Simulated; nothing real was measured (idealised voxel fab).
The document below concerns the process module designated voxel wiring stack.
FYI the section here is cut, 180 nm wide, cells are 5 nm squares.
Heads up, the way a cross-section reads in here is a grid of square cells, handed over as bands from the top down, with every band being one or more rows of cells.
Per band: top height and bottom height in nm, followed by the left-to-right materials and their widths in nm; "full width" marks a single material spanning edge to edge, "empty" marks empty space.
Height datum 0, below which the as-received substrate wafer is one material. Lowest band open at the bottom, running downward: "0 and below".
When a width is written as two numbers, as in "30->40", the first number is the width in the top row of cells of the band and the second is the width in its bottom row, and the width changes by the same amount from each row to the next.
It should be understood that the words "no modification", when stated for a given step, signify that the cross-section underwent no change in any of its cells during that step.
In "Entrapped voids" the enclosed voids are listed, meaning empty spaces of 8 cells or larger without any opening to the top. The form is width x height at distance, distance from the left edge, units nm.
Note: text after step settings on the step line = simulator remark on that step.
overlay nm: on a step with a mask, how far right of its planned place the mask lay; negative means left.
Process steps - plan:
1: RECEIVE | material Si
2: CONFORMAL_DEP | material SiO2 | thk nm 15
3: DIRECTIONAL_DEP | material TiN | thk nm 5
4: DIRECTIONAL_DEP | material W | thk nm 20
5: DIRECTIONAL_DEP | material aC | thk nm 10
6: PATTERN | tone cover | mask id METAL_1 | material resist | width nm 30 | pitch nm 60 | thk nm 25 | overlay nm 0
7: DIRECTIONAL_ETCH | etch materials aC | depth nm 10
8: STRIP | etch materials resist
9: DIRECTIONAL_ETCH | etch materials W | depth nm 20
10: DIRECTIONAL_ETCH | etch materials TiN | depth nm 5
11: STRIP | etch materials aC
12: FILL_DEP | material lowk | thk nm 5
13: CMP | height nm 40
14: CONFORMAL_DEP | material SiCN | thk nm 5
15: DIRECTIONAL_DEP | material SiO2 | thk nm 20
16: DIRECTIONAL_DEP | material aC | thk nm 15
17: PATTERN | tone open | mask id PLUG_1 | material resist | width nm 15 | pitch nm 60 | thk nm 35 | overlay nm 0
18: DIRECTIONAL_ETCH | etch materials aC | depth nm 15
19: STRIP | etch materials resist
20: DIRECTIONAL_ETCH | etch materials SiO2 | depth nm 20
21: DIRECTIONAL_ETCH | etch materials SiCN | depth nm 5
22: STRIP | etch materials aC
23: EPI | material Ru | thk nm 10
24: EPI | material Ru | thk nm 10
25: EPI | material Ru | thk nm 5
26: DIRECTIONAL_DEP | material TiN | thk nm 5
27: DIRECTIONAL_DEP | material Ru | thk nm 15
28: MASKED_ETCH | tone cover | mask id METAL_2 | width nm 30 | pitch nm 60 | etch materials Ru | depth nm 15 | overlay nm 0
29: MASKED_ETCH | tone cover | mask id METAL_2 | width nm 30 | pitch nm 60 | etch materials TiN | depth nm 5 | overlay nm 0
30: CONFORMAL_DEP | material SiCN | thk nm 5
31: FILL_DEP | material lowk | thk nm 5
32: CMP | height nm 85
33: CONFORMAL_DEP | material SiCN | thk nm 5
first wafer, as planned:
As received (post step 1): cross-section:
> 0 and below: Si full width
> Entrapped voids: none
How the wafer stands in section after step 2:
> 15 down to 0: SiO2 full width
> Unchanged below 0.
How the wafer stands in section after step 3:
> 20 down to 15: TiN full width
> Unchanged below 15.
How the wafer stands in section after step 4:
> 40 down to 20: W full width
> Unchanged below 20.
How the wafer stands in section after step 5:
> 50 down to 40: aC full width
> Unchanged below 40.
How the wafer stands in section after step 6:
> 75 down to 50: empty (15), then resist (30), then empty (30), then resist (30), then empty (30), then resist (30), then empty (15)
> Unchanged below 50.
How the wafer stands in section after step 7:
> 65 down to 50: empty (15), then resist (30), then empty (30), then resist (30), then empty (30), then resist (30), then empty (15)
> 50 down to 40: empty (15), then aC (30), then empty (30), then aC (30), then empty (30), then aC (30), then empty (15)
> Unchanged below 40.
How the wafer stands in section after step 8:
> 50 down to 40: empty (15), then aC (30), then empty (30), then aC (30), then empty (30), then aC (30), then empty (15)
> Unchanged below 40.
How the wafer stands in section after step 9:
> 50 down to 40: empty (15), then aC (30), then empty (30), then aC (30), then empty (30), then aC (30), then empty (15)
> 40 down to 20: empty (15), then W (30), then empty (30), then W (30), then empty (30), then W (30), then empty (15)
> Unchanged below 20.
How the wafer stands in section after step 10:
> 50 down to 40: empty (15), then aC (30), then empty (30), then aC (30), then empty (30), then aC (30), then empty (15)
> 40 down to 20: empty (15), then W (30), then empty (30), then W (30), then empty (30), then W (30), then empty (15)
> 20 down to 15: empty (15), then TiN (30), then empty (30), then TiN (30), then empty (30), then TiN (30), then empty (15)
> Unchanged below 15.
How the wafer stands in section after step 11:
> 40 down to 20: empty (15), then W (30), then empty (30), then W (30), then empty (30), then W (30), then empty (15)
> Unchanged below 20.
How the wafer stands in section after step 12:
> 45 down to 40: lowk full width
> 40 down to 20: lowk (15), then W (30), then lowk (30), then W (30), then lowk (30), then W (30), then lowk (15)
> 20 down to 15: lowk (15), then TiN (30), then lowk (30), then TiN (30), then lowk (30), then TiN (30), then lowk (15)
> Unchanged below 15.
How the wafer stands in section after step 13:
> 40 down to 20: lowk (15), then W (30), then lowk (30), then W (30), then lowk (30), then W (30), then lowk (15)
> Unchanged below 20.
How the wafer stands in section after step 14:
> 45 down to 40: SiCN full width
> Unchanged below 40.
How the wafer stands in section after step 15:
> 65 down to 45: SiO2 full width
> Unchanged below 45.
How the wafer stands in section after step 16:
> 80 down to 65: aC full width
> Unchanged below 65.
How the wafer stands in section after step 17:
> 115 down to 80: resist (15), then empty (15), then resist (45), then empty (15), then resist (45), then empty (15), then resist (30)
> Unchanged below 80.
How the wafer stands in section after step 18:
> 100 down to 80: resist (15), then empty (15), then resist (45), then empty (15), then resist (45), then empty (15), then resist (30)
> 80 down to 65: aC (15), then empty (15), then aC (45), then empty (15), then aC (45), then empty (15), then aC (30)
> Unchanged below 65.
How the wafer stands in section after step 19:
> 80 down to 65: aC (15), then empty (15), then aC (45), then empty (15), then aC (45), then empty (15), then aC (30)
> Unchanged below 65.
How the wafer stands in section after step 20:
> 80 down to 65: aC (15), then empty (15), then aC (45), then empty (15), then aC (45), then empty (15), then aC (30)
> 65 down to 45: SiO2 (15), then empty (15), then SiO2 (45), then empty (15), then SiO2 (45), then empty (15), then SiO2 (30)
> Unchanged below 45.
How the wafer stands in section after step 21:
> 80 down to 65: aC (15), then empty (15), then aC (45), then empty (15), then aC (45), then empty (15), then aC (30)
> 65 down to 45: SiO2 (15), then empty (15), then SiO2 (45), then empty (15), then SiO2 (45), then empty (15), then SiO2 (30)
> 45 down to 40: SiCN (15), then empty (15), then SiCN (45), then empty (15), then SiCN (45), then empty (15), then SiCN (30)
> Unchanged below 40.
How the wafer stands in section after step 22:
> 65 down to 45: SiO2 (15), then empty (15), then SiO2 (45), then empty (15), then SiO2 (45), then empty (15), then SiO2 (30)
> Unchanged below 45.
How the wafer stands in section after step 23:
> 65 down to 50: SiO2 (15), then empty (15), then SiO2 (45), then empty (15), then SiO2 (45), then empty (15), then SiO2 (30)
> 50 down to 45: SiO2 (15), then Ru (15), then SiO2 (45), then Ru (15), then SiO2 (45), then Ru (15), then SiO2 (30)
> 45 down to 40: SiCN (15), then Ru (15), then SiCN (45), then Ru (15), then SiCN (45), then Ru (15), then SiCN (30)
> Unchanged below 40.
How the wafer stands in section after step 24:
> 65 down to 60: SiO2 (15), then empty (15), then SiO2 (45), then empty (15), then SiO2 (45), then empty (15), then SiO2 (30)
> 60 down to 45: SiO2 (15), then Ru (15), then SiO2 (45), then Ru (15), then SiO2 (45), then Ru (15), then SiO2 (30)
> Unchanged below 45.
How the wafer stands in section after step 25:
> 65 down to 45: SiO2 (15), then Ru (15), then SiO2 (45), then Ru (15), then SiO2 (45), then Ru (15), then SiO2 (30)
> Unchanged below 45.
How the wafer stands in section after step 26:
> 70 down to 65: TiN full width
> Unchanged below 65.
How the wafer stands in section after step 27:
> 85 down to 70: Ru full width
> Unchanged below 70.
How the wafer stands in section after step 28:
> 85 down to 70: empty (15), then Ru (30), then empty (30), then Ru (30), then empty (30), then Ru (30), then empty (15)
> Unchanged below 70.
How the wafer stands in section after step 29:
> 85 down to 70: empty (15), then Ru (30), then empty (30), then Ru (30), then empty (30), then Ru (30), then empty (15)
> 70 down to 65: empty (15), then TiN (30), then empty (30), then TiN (30), then empty (30), then TiN (30), then empty (15)
> Unchanged below 65.
How the wafer stands in section after step 30:
> 90 down to 85: empty (10), then SiCN (40), then empty (20), then SiCN (40), then empty (20), then SiCN (40), then empty (10)
> 85 down to 70: empty (10), then SiCN (5), then Ru (30), then SiCN (5), then empty (20), then SiCN (5), then Ru (30), then SiCN (5), then empty (20), then SiCN (5), then Ru (30), then SiCN (5), then empty (10)
> 70 down to 65: SiCN (15), then TiN (30), then SiCN (30), then TiN (30), then SiCN (30), then TiN (30), then SiCN (15)
> Unchanged below 65.
How the wafer stands in section after step 31:
> 95 down to 90: lowk full width
> 90 down to 85: lowk (10), then SiCN (40), then lowk (20), then SiCN (40), then lowk (20), then SiCN (40), then lowk (10)
> 85 down to 70: lowk (10), then SiCN (5), then Ru (30), then SiCN (5), then lowk (20), then SiCN (5), then Ru (30), then SiCN (5), then lowk (20), then SiCN (5), then Ru (30), then SiCN (5), then lowk (10)
> Unchanged below 70.
How the wafer stands in section after step 32:
> 85 down to 70: lowk (10), then SiCN (5), then Ru (30), then SiCN (5), then lowk (20), then SiCN (5), then Ru (30), then SiCN (5), then lowk (20), then SiCN (5), then Ru (30), then SiCN (5), then lowk (10)
> Unchanged below 70.
How the wafer stands in section after step 33:
> 90 down to 85: SiCN full width
> Unchanged below 85.
Second Wafer (Identical Start and Plan, One Processing Error; Matches First Wafer Through Step 27):
Cross-section of the second wafer corresponding to the planned conclusion of step 28:
> 85 down to 70: empty (20), then Ru (20), then empty (40), then Ru (20), then empty (40), then Ru (20), then empty (20)
> Unchanged below 70.
Cross-section of the second wafer corresponding to the planned conclusion of step 29:
> 85 down to 70: empty (20), then Ru (20), then empty (40), then Ru (20), then empty (40), then Ru (20), then empty (20)
> 70 down to 65: empty (15), then TiN (30), then empty (30), then TiN (30), then empty (30), then TiN (30), then empty (15)
> Unchanged below 65.
Cross-section of the second wafer corresponding to the planned conclusion of step 30:
> 90 down to 85: empty (15), then SiCN (30), then empty (30), then SiCN (30), then empty (30), then SiCN (30), then empty (15)
> 85 down to 75: empty (15), then SiCN (5), then Ru (20), then SiCN (5), then empty (30), then SiCN (5), then Ru (20), then SiCN (5), then empty (30), then SiCN (5), then Ru (20), then SiCN (5), then empty (15)
> 75 down to 70: empty (10), then SiCN (10), then Ru (20), then SiCN (10), then empty (20), then SiCN (10), then Ru (20), then SiCN (10), then empty (20), then SiCN (10), then Ru (20), then SiCN (10), then empty (10)
> 70 down to 65: SiCN (15), then TiN (30), then SiCN (30), then TiN (30), then SiCN (30), then TiN (30), then SiCN (15)
> Unchanged below 65.
Cross-section of the second wafer corresponding to the planned conclusion of step 31:
> 95 down to 90: lowk full width
> 90 down to 85: lowk (15), then SiCN (30), then lowk (30), then SiCN (30), then lowk (30), then SiCN (30), then lowk (15)
> 85 down to 75: lowk (15), then SiCN (5), then Ru (20), then SiCN (5), then lowk (30), then SiCN (5), then Ru (20), then SiCN (5), then lowk (30), then SiCN (5), then Ru (20), then SiCN (5), then lowk (15)
> 75 down to 70: lowk (10), then SiCN (10), then Ru (20), then SiCN (10), then lowk (20), then SiCN (10), then Ru (20), then SiCN (10), then lowk (20), then SiCN (10), then Ru (20), then SiCN (10), then lowk (10)
> Unchanged below 70.
Cross-section of the second wafer corresponding to the planned conclusion of step 32:
> 85 down to 75: lowk (15), then SiCN (5), then Ru (20), then SiCN (5), then lowk (30), then SiCN (5), then Ru (20), then SiCN (5), then lowk (30), then SiCN (5), then Ru (20), then SiCN (5), then lowk (15)
> Unchanged below 75.
Cross-section of the second wafer corresponding to the planned conclusion of step 33:
> 90 down to 85: SiCN full width
> Unchanged below 85.
Plan not followed: step 28 was not run as planned; what actually ran was MASKED_ETCH | tone cover | mask id METAL_2 | width nm 20 | pitch nm 60 | etch materials Ru | depth nm 15 | overlay nm 0
Upon completion, the second wafer contains, in terms of cells, a greater or smaller amount of certain materials than the first wafer: Ru -18 | SiCN +6 | lowk +12
